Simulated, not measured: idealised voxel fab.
Name of the process module below: voxel capacitor over wiring
The cross-section shown here is cut; it is 290 nm wide and divided into square cells measuring 5 nm on a side.
Throughout this document, each cross-section is represented as a grid of square cells and is presented as a sequence of bands enumerated from the top downward, where a band comprises one or more rows of cells.
Band: top height; bottom height; in nm. Then, left to right: material with width in nm, for each material. "all across": a single material spanning edge to edge. "empty": empty space.
Below 0: as-received wafer, all one material; heights counted from there. Lowest band: no bottom, goes on down, written "0..down".
Width: "30->40" (first number = top row, second number = bottom row, same change from row to row of cells).
A step reported as "no modifications" is a step in which no cell of the cross-section changed.
Look at "Entrapped voids" for the closed voids: empty spaces with no open path to the top, sized 8 cells or up. Each is width x height at distance, distance from the left edge, all nm.
Formally, on a step line, whatever follows the settings is a remark that the simulator itself makes on the step.
overlay nm: step with mask; distance mask lay right of planned place; negative value = left of planned place.

These are the steps we planned for the process
1) RECEIVE, material Si
2) CONFORMAL_DEP, material SiO2, thk nm 10
3) DIRECTIONAL_DEP, material TiN, thk nm 5
4) DIRECTIONAL_DEP, material Ru, thk nm 25
5) PATTERN, tone cover, mask id METAL_1, material resist, width nm 25, pitch nm 95, thk nm 15, overlay nm 0
6) DIRECTIONAL_ETCH, etch materials Ru, depth nm 15
7) DIRECTIONAL_ETCH, etch materials TiN, depth nm 5
8) STRIP, etch materials resist
9) CONFORMAL_DEP, material SiCN, thk nm 5
10) FILL_DEP, material SiO2, thk nm 10
11) CMP, height nm 40
12) CONFORMAL_DEP, material SiCN, thk nm 5
13) DIRECTIONAL_DEP, material SiO2, thk nm 15
14) MASKED_ETCH, tone open, mask id PLUG_1, width nm 15, etch materials SiO2, depth nm 15, overlay nm 0
15) MASKED_ETCH, tone open, mask id PLUG_1, width nm 15, etch materials SiCN, depth nm 5, overlay nm 0
16) CONFORMAL_DEP, material TiN, thk nm 5
17) FILL_DEP, material W, thk nm 5
18) CMP, height nm 60
19) DIRECTIONAL_DEP, material TiN, thk nm 5
20) DIRECTIONAL_DEP, material SiN, thk nm 5
21) DIRECTIONAL_DEP, material TiN, thk nm 5
22) DIRECTIONAL_DEP, material aC, thk nm 10
23) PATTERN, tone cover, mask id UPPER_PLATE, material resist, width nm 75, thk nm 25, overlay nm 0
24) DIRECTIONAL_ETCH, etch materials aC, depth nm 10
25) STRIP, etch materials resist
26) DIRECTIONAL_ETCH, etch materials TiN, depth nm 5
27) DIRECTIONAL_ETCH, etch materials SiN, depth nm 5
28) STRIP, etch materials aC
29) MASKED_ETCH, tone cover, mask id LOWER_PLATE, width nm 85, etch materials TiN, depth nm 5, overlay nm 0
30) FILL_DEP, material SiO2, thk nm 15
31) CMP, height nm 85
32) DIRECTIONAL_DEP, material aC, thk nm 15
33) PATTERN, tone open, mask id PLUG_2, material resist, width nm 15, thk nm 30, overlay nm 0
34) DIRECTIONAL_ETCH, etch materials aC, depth nm 15
35) STRIP, etch materials resist
36) DIRECTIONAL_ETCH, etch materials SiO2, depth nm 10
37) STRIP, etch materials aC
38) CONFORMAL_DEP, material TiN, thk nm 5
39) FILL_DEP, material W, thk nm 5
40) CMP, height nm 85
41) CONFORMAL_DEP, material SiN, thk nm 5
Split variable: depth nm, step 6. Plan value = first wafer. Wafers start alike.

Cross-section of the first of several wafers as received (after step 1)
* 0..down  Si all across
* Entrapped voids: none

End of module: cross-section of the first of several wafers after step 41, the last step
* 90..85  SiN all across
* 85..80  SiO2: 105  TiN: 5  W: 5  TiN: 5  SiO2: 170
* 80..70  SiO2: 105->95  TiN: 15->75  SiO2: 170->120
* 70..65  SiO2: 95  SiN: 75  SiO2: 120
* 65..60  SiO2: 90  TiN: 85  SiO2: 115
* 60..45  SiO2: 95  TiN: 5  W: 5  TiN: 5  SiO2: 180
* 45..40  SiCN: 95  TiN: 15  SiCN: 180
* 40..30  SiO2: 80  SiCN: 5  Ru: 25  SiCN: 5  SiO2: 60  SiCN: 5  Ru: 25  SiCN: 5  SiO2: 80
* 30..25  SiCN: 85  Ru: 25  SiCN: 70  Ru: 25  SiCN: 85
* 25..15  Ru all across
* 15..10  TiN all across
* 10..0  SiO2 all across
* 0..down  Si all across
* Entrapped voids: none

Cross-sectional view, end of module, last wafer of several
* 90..85  SiN all across
* 85..80  SiO2: 105  TiN: 5  W: 5  TiN: 5  SiO2: 170
* 80..70  SiO2: 105->95  TiN: 15->75  SiO2: 170->120
* 70..65  SiO2: 95  SiN: 75  SiO2: 120
* 65..60  SiO2: 90  TiN: 85  SiO2: 115
* 60..45  SiO2: 95  TiN: 5  W: 5  TiN: 5  SiO2: 180
* 45..40  SiCN: 95  TiN: 15  SiCN: 180
* 40..15  SiO2: 80  SiCN: 5  Ru: 25  SiCN: 5  SiO2: 60  SiCN: 5  Ru: 25  SiCN: 5  SiO2: 80
* 15..10  SiCN: 85  TiN: 25  SiCN: 70  TiN: 25  SiCN: 85
* 10..0  SiO2 all across
* 0..down  Si all across
* Entrapped voids: none

Basically each wafer gets a line in the table, showing it at the end of the module: material by material, the cells it gained (+) or lost (-) since we got it, then its closed voids
depth nm 15 | +146 Ru | +111 SiCN | +73 SiN | +606 SiO2 | +104 TiN | +4 W | Entrapped voids: none
depth nm 20 | +98 Ru | +115 SiCN | +73 SiN | +650 SiO2 | +104 TiN | +4 W | Entrapped voids: none
depth nm 25 | +50 Ru | +123 SiCN | +73 SiN | +738 SiO2 | +56 TiN | +4 W | Entrapped voids: none
depth nm 30 | +50 Ru | +123 SiCN | +73 SiN | +738 SiO2 | +56 TiN | +4 W | Entrapped voids: none
depth nm 35 | +50 Ru | +123 SiCN | +73 SiN | +738 SiO2 | +56 TiN | +4 W | Entrapped voids: none
depth nm 40 | +50 Ru | +123 SiCN | +73 SiN | +738 SiO2 | +56 TiN | +4 W | Entrapped voids: none
